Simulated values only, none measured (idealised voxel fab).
process module | voxel gate over fins
cross-section cut | 220 nm wide | cells 5 nm
A cross-section is a grid of square cells, given in bands from the top down. A band is one or more rows of cells.
Each band's line starts with the height of the band's top and of its bottom, in nm. Then come its materials from left to right, each with its width in nm. One material with "throughout" fills the band from edge to edge. "air" is empty space.
Height 0 is the level under which the wafer as received is all one material. The lowest band goes on downwards, as in "0 down".
A width such as "30 to 40" changes by the same amount from each row of cells to the next, from the band's top row to its bottom row.
"no change" after a step means that no cell of the cross-section changed.
closed voids: empty space of 8 cells or more with no open way to the top, each as width x height at its distance from the left edge, in nm
after a step's settings: what the simulator itself notes on the step
overlay nm, on a step with a mask: how far to the right of its planned place the mask lay; to the left if negative
plan
1 op RECEIVE | material Si
2 op CONFORMAL_DEP | material SiN | thk nm 5
3 op DIRECTIONAL_DEP | material aC | thk nm 15
4 op PATTERN | tone cover | mask id FINS | material resist | width nm 15 | pitch nm 45 | thk nm 30 | overlay nm 0
5 op DIRECTIONAL_ETCH | etch materials aC | depth nm 15
6 op STRIP | etch materials resist
7 op DIRECTIONAL_ETCH | etch materials SiN | depth nm 5
8 op DIRECTIONAL_ETCH | etch materials Si | depth nm 40
9 op STRIP | etch materials aC
10 op OXIDIZE | depth nm 5
11 op FILL_DEP | material SiO2 | thk nm 10
12 op CMP | height nm 5
13 op SELECTIVE_ETCH | etch materials SiO2 | depth nm 20
14 op STRIP | etch materials SiN
15 op CONFORMAL_DEP | material HfO2 | thk nm 5
16 op CONFORMAL_DEP | material TiN | thk nm 5
17 op FILL_DEP | material W | thk nm 15
18 op CMP | height nm 20
19 op CONFORMAL_DEP | material SiCN | thk nm 5
first wafer, as planned
as received, after step 1
  0 down: Si throughout
  closed voids: none
after step 2
  5 to 0: SiN throughout
  below 0: unchanged
after step 3
  20 to 5: aC throughout
  below 5: unchanged
after step 4
  50 to 20: air 55 | resist 15 | air 30 | resist 15 | air 30 | resist 15 | air 60
  below 20: unchanged
after step 5
  35 to 20: air 55 | resist 15 | air 30 | resist 15 | air 30 | resist 15 | air 60
  20 to 5: air 55 | aC 15 | air 30 | aC 15 | air 30 | aC 15 | air 60
  below 5: unchanged
after step 6
  20 to 5: air 55 | aC 15 | air 30 | aC 15 | air 30 | aC 15 | air 60
  below 5: unchanged
after step 7
  20 to 5: air 55 | aC 15 | air 30 | aC 15 | air 30 | aC 15 | air 60
  5 to 0: air 55 | SiN 15 | air 30 | SiN 15 | air 30 | SiN 15 | air 60
  below 0: unchanged
after step 8
  20 to 5: air 55 | aC 15 | air 30 | aC 15 | air 30 | aC 15 | air 60
  5 to 0: air 55 | SiN 15 | air 30 | SiN 15 | air 30 | SiN 15 | air 60
  0 to -40: air 55 | Si 15 | air 30 | Si 15 | air 30 | Si 15 | air 60
  below -40: unchanged
after step 9
  5 to 0: air 55 | SiN 15 | air 30 | SiN 15 | air 30 | SiN 15 | air 60
  below 0: unchanged
after step 10
  5 to 0: air 55 | SiN 15 | air 30 | SiN 15 | air 30 | SiN 15 | air 60
  0 to -40: air 55 | SiO2 5 | Si 5 | SiO2 5 | air 30 | SiO2 5 | Si 5 | SiO2 5 | air 30 | SiO2 5 | Si 5 | SiO2 5 | air 60
  -40 to -45: SiO2 60 | Si 5 | SiO2 40 | Si 5 | SiO2 40 | Si 5 | SiO2 65
  below -45: unchanged
after step 11
  15 to 5: SiO2 throughout
  5 to 0: SiO2 55 | SiN 15 | SiO2 30 | SiN 15 | SiO2 30 | SiN 15 | SiO2 60
  0 to -45: SiO2 60 | Si 5 | SiO2 40 | Si 5 | SiO2 40 | Si 5 | SiO2 65
  below -45: unchanged
after step 12
  5 to 0: SiO2 55 | SiN 15 | SiO2 30 | SiN 15 | SiO2 30 | SiN 15 | SiO2 60
  below 0: unchanged
after step 13
  5 to 0: air 55 | SiN 15 | air 30 | SiN 15 | air 30 | SiN 15 | air 60
  0 to -15: air 60 | Si 5 | air 40 | Si 5 | air 40 | Si 5 | air 65
  below -15: unchanged
after step 14
  0 to -15: air 60 | Si 5 | air 40 | Si 5 | air 40 | Si 5 | air 65
  below -15: unchanged
after step 15
  5 to 0: air 55 | HfO2 15 | air 30 | HfO2 15 | air 30 | HfO2 15 | air 60
  0 to -10: air 55 | HfO2 5 | Si 5 | HfO2 5 | air 30 | HfO2 5 | Si 5 | HfO2 5 | air 30 | HfO2 5 | Si 5 | HfO2 5 | air 60
  -10 to -15: HfO2 60 | Si 5 | HfO2 40 | Si 5 | HfO2 40 | Si 5 | HfO2 65
  below -15: unchanged
after step 16
  10 to 5: air 50 | TiN 25 | air 20 | TiN 25 | air 20 | TiN 25 | air 55
  5 to 0: air 50 | TiN 5 | HfO2 15 | TiN 5 | air 20 | TiN 5 | HfO2 15 | TiN 5 | air 20 | TiN 5 | HfO2 15 | TiN 5 | air 55
  0 to -5: air 50 | TiN 5 | HfO2 5 | Si 5 | HfO2 5 | TiN 5 | air 20 | TiN 5 | HfO2 5 | Si 5 | HfO2 5 | TiN 5 | air 20 | TiN 5 | HfO2 5 | Si 5 | HfO2 5 | TiN 5 | air 55
  -5 to -10: TiN 55 | HfO2 5 | Si 5 | HfO2 5 | TiN 30 | HfO2 5 | Si 5 | HfO2 5 | TiN 30 | HfO2 5 | Si 5 | HfO2 5 | TiN 60
  below -10: unchanged
after step 17
  25 to 10: W throughout
  10 to 5: W 50 | TiN 25 | W 20 | TiN 25 | W 20 | TiN 25 | W 55
  5 to 0: W 50 | TiN 5 | HfO2 15 | TiN 5 | W 20 | TiN 5 | HfO2 15 | TiN 5 | W 20 | TiN 5 | HfO2 15 | TiN 5 | W 55
  0 to -5: W 50 | TiN 5 | HfO2 5 | Si 5 | HfO2 5 | TiN 5 | W 20 | TiN 5 | HfO2 5 | Si 5 | HfO2 5 | TiN 5 | W 20 | TiN 5 | HfO2 5 | Si 5 | HfO2 5 | TiN 5 | W 55
  below -5: unchanged
after step 18
  20 to 10: W throughout
  below 10: unchanged
after step 19
  25 to 20: SiCN throughout
  below 20: unchanged
second wafer: like start, like plan, one mistake. Through step 14 it matches the first wafer
when step 15 should have ended
  5 to 0: air 55 | W 15 | air 30 | W 15 | air 30 | W 15 | air 60
  0 to -10: air 55 | W 5 | Si 5 | W 5 | air 30 | W 5 | Si 5 | W 5 | air 30 | W 5 | Si 5 | W 5 | air 60
  -10 to -15: W 60 | Si 5 | W 40 | Si 5 | W 40 | Si 5 | W 65
  below -15: unchanged
when step 16 should have ended
  10 to 5: air 50 | TiN 25 | air 20 | TiN 25 | air 20 | TiN 25 | air 55
  5 to 0: air 50 | TiN 5 | W 15 | TiN 5 | air 20 | TiN 5 | W 15 | TiN 5 | air 20 | TiN 5 | W 15 | TiN 5 | air 55
  0 to -5: air 50 | TiN 5 | W 5 | Si 5 | W 5 | TiN 5 | air 20 | TiN 5 | W 5 | Si 5 | W 5 | TiN 5 | air 20 | TiN 5 | W 5 | Si 5 | W 5 | TiN 5 | air 55
  -5 to -10: TiN 55 | W 5 | Si 5 | W 5 | TiN 30 | W 5 | Si 5 | W 5 | TiN 30 | W 5 | Si 5 | W 5 | TiN 60
  below -10: unchanged
when step 17 should have ended
  25 to 10: W throughout
  10 to 5: W 50 | TiN 25 | W 20 | TiN 25 | W 20 | TiN 25 | W 55
  5 to 0: W 50 | TiN 5 | W 15 | TiN 5 | W 20 | TiN 5 | W 15 | TiN 5 | W 20 | TiN 5 | W 15 | TiN 5 | W 55
  0 to -5: W 50 | TiN 5 | W 5 | Si 5 | W 5 | TiN 5 | W 20 | TiN 5 | W 5 | Si 5 | W 5 | TiN 5 | W 20 | TiN 5 | W 5 | Si 5 | W 5 | TiN 5 | W 55
  below -5: unchanged
when step 18 should have ended
  20 to 10: W throughout
  below 10: unchanged
when step 19 should have ended
  25 to 20: SiCN throughout
  below 20: unchanged
what went wrong: step 15 ran as: op CONFORMAL_DEP | material W | thk nm 5
at the end the second wafer has, in cells: 62 fewer of HfO2 | 62 more of W
